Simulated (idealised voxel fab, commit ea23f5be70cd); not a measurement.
process module | voxel ribs on slabs
cross-section cut | 270 nm wide | cells 5 nm
A cross-section is a grid of square cells, given in bands from the top down. A band is one or more rows of cells.
Each band's line starts with the height of the band's top and of its bottom, in nm. Then come its materials from left to right, each with its width in nm. One material with "throughout" fills the band from edge to edge. "air" is empty space.
Height 0 is the level under which the wafer as received is all one material. The lowest band goes on downwards, as in "0 down".
A width such as "30 to 40" changes by the same amount from each row of cells to the next, from the band's top row to its bottom row.
"no change" after a step means that no cell of the cross-section changed.
closed voids: empty space of 8 cells or more with no open way to the top, each as width x height at its distance from the left edge, in nm
after a step's settings: what the simulator itself notes on the step
overlay nm, on a step with a mask: how far to the right of its planned place the mask lay; to the left if negative
plan
1 op RECEIVE | material Si
2 op DIRECTIONAL_DEP | material SiO2 | thk nm 20
3 op DIRECTIONAL_DEP | material SiN | thk nm 25
4 op MASKED_ETCH | tone cover | mask id RIB | width nm 25 | etch materials SiN | depth nm 5 | overlay nm 0
5 op MASKED_ETCH | tone cover | mask id SLAB | width nm 85 | etch materials SiN | depth nm 20 | overlay nm 0
6 op FILL_DEP | material SiO2 | thk nm 25
7 op CMP | height nm 60
8 op DIRECTIONAL_DEP | material W | thk nm 10
9 op DIRECTIONAL_DEP | material aC | thk nm 10
10 op PATTERN | tone cover | mask id HEATER | material resist | width nm 35 | thk nm 25 | overlay nm 0
11 op DIRECTIONAL_ETCH | etch materials aC | depth nm 10
12 op STRIP | etch materials resist
13 op DIRECTIONAL_ETCH | etch materials W | depth nm 10
14 op STRIP | etch materials aC
15 op CONFORMAL_DEP | material SiN | thk nm 5
first wafer, as planned
as received, after step 1
  0 down: Si throughout
  closed voids: none
after step 2
  20 to 0: SiO2 throughout
  below 0: unchanged
after step 3
  45 to 20: SiN throughout
  below 20: unchanged
after step 4
  45 to 40: air 120 | SiN 25 | air 125
  below 40: unchanged
after step 5
  45 to 40: air 120 | SiN 25 | air 125
  40 to 20: air 90 | SiN 85 | air 95
  below 20: unchanged
after step 6
  70 to 45: SiO2 throughout
  45 to 40: SiO2 120 | SiN 25 | SiO2 125
  40 to 20: SiO2 90 | SiN 85 | SiO2 95
  below 20: unchanged
after step 7
  60 to 45: SiO2 throughout
  below 45: unchanged
after step 8
  70 to 60: W throughout
  below 60: unchanged
after step 9
  80 to 70: aC throughout
  below 70: unchanged
after step 10
  105 to 80: air 115 | resist 35 | air 120
  below 80: unchanged
after step 11
  95 to 80: air 115 | resist 35 | air 120
  80 to 70: air 115 | aC 35 | air 120
  below 70: unchanged
after step 12
  80 to 70: air 115 | aC 35 | air 120
  below 70: unchanged
after step 13
  80 to 70: air 115 | aC 35 | air 120
  70 to 60: air 115 | W 35 | air 120
  below 60: unchanged
after step 14
  70 to 60: air 115 | W 35 | air 120
  below 60: unchanged
after step 15
  75 to 70: air 110 | SiN 45 | air 115
  70 to 65: air 110 | SiN 5 | W 35 | SiN 5 | air 115
  65 to 60: SiN 115 | W 35 | SiN 120
  below 60: unchanged
second wafer: like start, like plan, one mistake. Through step 3 it matches the first wafer
when step 4 should have ended
  45 to 30: air 120 | SiN 25 | air 125
  below 30: unchanged
when step 5 should have ended
  45 to 30: air 120 | SiN 25 | air 125
  30 to 20: air 90 | SiN 85 | air 95
  below 20: unchanged
when step 6 should have ended
  70 to 45: SiO2 throughout
  45 to 30: SiO2 120 | SiN 25 | SiO2 125
  30 to 20: SiO2 90 | SiN 85 | SiO2 95
  below 20: unchanged
when step 7 should have ended
  60 to 45: SiO2 throughout
  below 45: unchanged
when step 8 should have ended
  70 to 60: W throughout
  below 60: unchanged
when step 9 should have ended
  80 to 70: aC throughout
  below 70: unchanged
when step 10 should have ended
  105 to 80: air 115 | resist 35 | air 120
  below 80: unchanged
when step 11 should have ended
  95 to 80: air 115 | resist 35 | air 120
  80 to 70: air 115 | aC 35 | air 120
  below 70: unchanged
when step 12 should have ended
  80 to 70: air 115 | aC 35 | air 120
  below 70: unchanged
when step 13 should have ended
  80 to 70: air 115 | aC 35 | air 120
  70 to 60: air 115 | W 35 | air 120
  below 60: unchanged
when step 14 should have ended
  70 to 60: air 115 | W 35 | air 120
  below 60: unchanged
when step 15 should have ended
  75 to 70: air 110 | SiN 45 | air 115
  70 to 65: air 110 | SiN 5 | W 35 | SiN 5 | air 115
  65 to 60: SiN 115 | W 35 | SiN 120
  below 60: unchanged
what went wrong: step 4 ran as: op MASKED_ETCH | tone cover | mask id RIB | width nm 25 | etch materials SiN | depth nm 15 | overlay nm 0
at the end the second wafer has, in cells: 24 fewer of SiN | 24 more of SiO2
